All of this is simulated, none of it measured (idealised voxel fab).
Documented hereafter: the process module known as voxel transistor to metal.
Cross-sectional view cut (width: 280 nm; square cell size: 5 nm).
Just so we're on the same page, the cross-sections are grids of square cells, and they're listed out in bands top to bottom, each band one or more rows deep.
Per band: top height and bottom height in nm, followed by the left-to-right materials and their widths in nm; "full width" marks a single material spanning edge to edge, "blank" marks empty space.
Height reference: 0 = level under which incoming wafer is all one material. Lowest band: no bottom, runs on downward, e.g. "z 0 and below".
It should be noted that a width expressed as "30->40" varies in equal increments from row to row of cells within the band, taking the value of the first number at the top row and that of the second number at the bottom row.
"all unchanged" after a step means that no cell of the cross-section changed.
In "Closed internal voids" the enclosed voids are listed, meaning empty spaces of 8 cells or larger without any opening to the top. The form is width x height at distance, distance from the left edge, units nm.
Heads up: the bit after the settings on a step's line is the simulator's remark on that step.
Regarding "overlay nm": on a step with a mask, it is the distance the mask lay to the right of its planned place; a negative value places it to the left.
### The process steps that were planned are listed below
1,RECEIVE,material Si
2,OXIDIZE,depth nm 5
3,CONFORMAL_DEP,material SiN,thk nm 15
4,DIRECTIONAL_DEP,material aC,thk nm 10
5,PATTERN,tone cover,mask id ACTIVE,material resist,width nm 100,pitch nm 125,thk nm 30,overlay nm 0
6,DIRECTIONAL_ETCH,etch materials aC,depth nm 10
7,STRIP,etch materials resist
8,DIRECTIONAL_ETCH,etch materials SiN,depth nm 15
9,DIRECTIONAL_ETCH,etch materials SiO2,depth nm 5
10,DIRECTIONAL_ETCH,etch materials Si,depth nm 35
11,STRIP,etch materials aC
12,OXIDIZE,depth nm 5
13,FILL_DEP,material SiO2,thk nm 5
14,CMP,height nm 15
15,SELECTIVE_ETCH,etch materials SiO2,depth nm 15
16,STRIP,etch materials SiN
17,SELECTIVE_ETCH,etch materials SiO2,depth nm 5
18,OXIDIZE,depth nm 5
19,DIRECTIONAL_DEP,material polySi,thk nm 20
20,DIRECTIONAL_DEP,material SiCN,thk nm 15
21,DIRECTIONAL_DEP,material aC,thk nm 10
22,PATTERN,tone cover,mask id GATE,material resist,width nm 20,pitch nm 125,thk nm 30,overlay nm 0
23,DIRECTIONAL_ETCH,etch materials aC,depth nm 10
24,STRIP,etch materials resist
25,DIRECTIONAL_ETCH,etch materials SiCN,depth nm 25
26,DIRECTIONAL_ETCH,etch materials polySi,depth nm 30
27,STRIP,etch materials aC
28,CONFORMAL_DEP,material SiO2,thk nm 5
29,DIRECTIONAL_ETCH,etch materials SiO2,depth nm 5
30,CONFORMAL_DEP,material SiN,thk nm 10
31,DIRECTIONAL_ETCH,etch materials SiN,depth nm 10
32,DIRECTIONAL_ETCH,etch materials SiO2,depth nm 5
33,DIRECTIONAL_ETCH,etch materials Si,depth nm 5
34,EPI,material SiGe,thk nm 10
35,FILL_DEP,material SiO2,thk nm 10
36,CMP,height nm 30
37,DIRECTIONAL_DEP,material SiO2,thk nm 15
38,DIRECTIONAL_DEP,material aC,thk nm 15
39,PATTERN,tone open,mask id CONTACT,material resist,width nm 25,thk nm 35,overlay nm 0
40,DIRECTIONAL_ETCH,etch materials aC,depth nm 15
41,STRIP,etch materials resist
42,DIRECTIONAL_ETCH,etch materials SiO2,depth nm 50
43,STRIP,etch materials aC
44,CONFORMAL_DEP,material TiN,thk nm 5
45,FILL_DEP,material Ru,thk nm 10
46,CMP,height nm 45
47,DIRECTIONAL_DEP,material TiN,thk nm 5
48,DIRECTIONAL_DEP,material Ru,thk nm 15
49,DIRECTIONAL_DEP,material aC,thk nm 10
50,PATTERN,tone cover,mask id METAL_1,material resist,width nm 15,thk nm 25,overlay nm 0
51,DIRECTIONAL_ETCH,etch materials aC,depth nm 10
52,STRIP,etch materials resist
53,DIRECTIONAL_ETCH,etch materials Ru,depth nm 15
54,DIRECTIONAL_ETCH,etch materials TiN,depth nm 5
55,STRIP,etch materials aC
56,CONFORMAL_DEP,material SiCN,thk nm 5
57,FILL_DEP,material lowk,thk nm 10
58,CMP,height nm 65
59,CONFORMAL_DEP,material SiN,thk nm 5
### Here's what the wafer looked like in cross-section when it arrived - that's after step 1
> z 0 and below  Si full width
> Closed internal voids: none
### Cross-section taken at module completion on the first of two wafers; processed per the plan
> z 70 to 65  SiN full width
> z 65 to 50  30 lowk  5 SiCN  15 Ru  5 SiCN  40 lowk  5 SiCN  15 Ru  5 SiCN  35 lowk  5 SiCN  15 Ru  5 SiCN  40 lowk  5 SiCN  15 Ru  5 SiCN  35 lowk
> z 50 to 45  35 SiCN  15 TiN  50 SiCN  15 TiN  45 SiCN  15 TiN  50 SiCN  15 TiN  40 SiCN
> z 45 to 35  35 SiO2  5 TiN  15 Ru  5 TiN  30 SiO2  5 TiN  15 Ru  5 TiN  45 SiO2  5 TiN  15 Ru  5 TiN  30 SiO2  5 TiN  15 Ru  5 TiN  40 SiO2
> z 35 to 30  35 SiO2  5 TiN  5 Ru  15 TiN  30 SiO2  15 TiN  5 Ru  5 TiN  45 SiO2  5 TiN  5 Ru  15 TiN  30 SiO2  15 TiN  5 Ru  5 TiN  40 SiO2
> z 30 to 15  35 SiO2  5 TiN  5 Ru  5 TiN  10 SiN  5 SiO2  20 SiCN  5 SiO2  10 SiN  5 TiN  5 Ru  5 TiN  45 SiO2  5 TiN  5 Ru  5 TiN  10 SiN  5 SiO2  20 SiCN  5 SiO2  10 SiN  5 TiN  5 Ru  5 TiN  40 SiO2
> z 15 to 5  35 SiO2  5 TiN  5 Ru  5 TiN  10 SiN  5 SiO2  20 polySi  5 SiO2  10 SiN  5 TiN  5 Ru  5 TiN  45 SiO2  5 TiN  5 Ru  5 TiN  10 SiN  5 SiO2  20 polySi  5 SiO2  10 SiN  5 TiN  5 Ru  5 TiN  40 SiO2
> z 5 to 0  35 SiO2  15 TiN  10 SiN  5 SiO2  20 polySi  5 SiO2  10 SiN  15 TiN  45 SiO2  15 TiN  10 SiN  5 SiO2  20 polySi  5 SiO2  10 SiN  15 TiN  40 SiO2
> z 0 to -5  35 SiO2  5 TiN  10 SiGe  10 SiN  5 SiO2  20 polySi  5 SiO2  10 SiN  10 SiGe  5 TiN  45 SiO2  5 TiN  10 SiGe  10 SiN  5 SiO2  20 polySi  5 SiO2  10 SiN  10 SiGe  5 TiN  40 SiO2
> z -5 to -10  25 SiO2  25 SiGe  50 SiO2  25 SiGe  25 SiO2  25 SiGe  50 SiO2  25 SiGe  30 SiO2
> z -10 to -15  30 SiO2  20 SiGe  50 Si  20 SiGe  35 SiO2  20 SiGe  50 Si  20 SiGe  35 SiO2
> z -15 to -45  30 SiO2  90 Si  35 SiO2  90 Si  35 SiO2
> z -45 and below  Si full width
> Closed internal voids: none
### Cross-sectional view of the second of two wafers upon completion of the module. This wafer shared its starting condition and process plan with the first; one error was made during its execution
> z 70 to 65  SiN full width
> z 65 to 55  30 lowk  5 SiCN  15 Ru  5 SiCN  40 lowk  5 SiCN  15 Ru  5 SiCN  35 lowk  5 SiCN  15 Ru  5 SiCN  40 lowk  5 SiCN  15 Ru  5 SiCN  35 lowk
> z 55 to 50  35 SiCN  15 Ru  50 SiCN  15 Ru  45 SiCN  15 Ru  50 SiCN  15 Ru  40 SiCN
> z 50 to 45  SiCN full width
> z 45 to 35  35 SiO2  5 TiN  15 Ru  5 TiN  30 SiO2  5 TiN  15 Ru  5 TiN  45 SiO2  5 TiN  15 Ru  5 TiN  30 SiO2  5 TiN  15 Ru  5 TiN  40 SiO2
> z 35 to 30  35 SiO2  5 TiN  5 Ru  15 TiN  30 SiO2  15 TiN  5 Ru  5 TiN  45 SiO2  5 TiN  5 Ru  15 TiN  30 SiO2  15 TiN  5 Ru  5 TiN  40 SiO2
> z 30 to 15  35 SiO2  5 TiN  5 Ru  5 TiN  10 SiN  5 SiO2  20 SiCN  5 SiO2  10 SiN  5 TiN  5 Ru  5 TiN  45 SiO2  5 TiN  5 Ru  5 TiN  10 SiN  5 SiO2  20 SiCN  5 SiO2  10 SiN  5 TiN  5 Ru  5 TiN  40 SiO2
> z 15 to 5  35 SiO2  5 TiN  5 Ru  5 TiN  10 SiN  5 SiO2  20 polySi  5 SiO2  10 SiN  5 TiN  5 Ru  5 TiN  45 SiO2  5 TiN  5 Ru  5 TiN  10 SiN  5 SiO2  20 polySi  5 SiO2  10 SiN  5 TiN  5 Ru  5 TiN  40 SiO2
> z 5 to 0  35 SiO2  15 TiN  10 SiN  5 SiO2  20 polySi  5 SiO2  10 SiN  15 TiN  45 SiO2  15 TiN  10 SiN  5 SiO2  20 polySi  5 SiO2  10 SiN  15 TiN  40 SiO2
> z 0 to -5  35 SiO2  5 TiN  10 SiGe  10 SiN  5 SiO2  20 polySi  5 SiO2  10 SiN  10 SiGe  5 TiN  45 SiO2  5 TiN  10 SiGe  10 SiN  5 SiO2  20 polySi  5 SiO2  10 SiN  10 SiGe  5 TiN  40 SiO2
> z -5 to -10  25 SiO2  25 SiGe  50 SiO2  25 SiGe  25 SiO2  25 SiGe  50 SiO2  25 SiGe  30 SiO2
> z -10 to -15  30 SiO2  20 SiGe  50 Si  20 SiGe  35 SiO2  20 SiGe  50 Si  20 SiGe  35 SiO2
> z -15 to -45  30 SiO2  90 Si  35 SiO2  90 Si  35 SiO2
> z -45 and below  Si full width
> Closed internal voids: none
Error vs. plan: step 47 did not use the planned setting and instead ran as DIRECTIONAL_DEP,material SiCN,thk nm 5
Count the cells at the end and the second wafer has more or fewer of some materials than the first: SiCN: 48 more; TiN: 12 fewer; lowk: 36 fewer
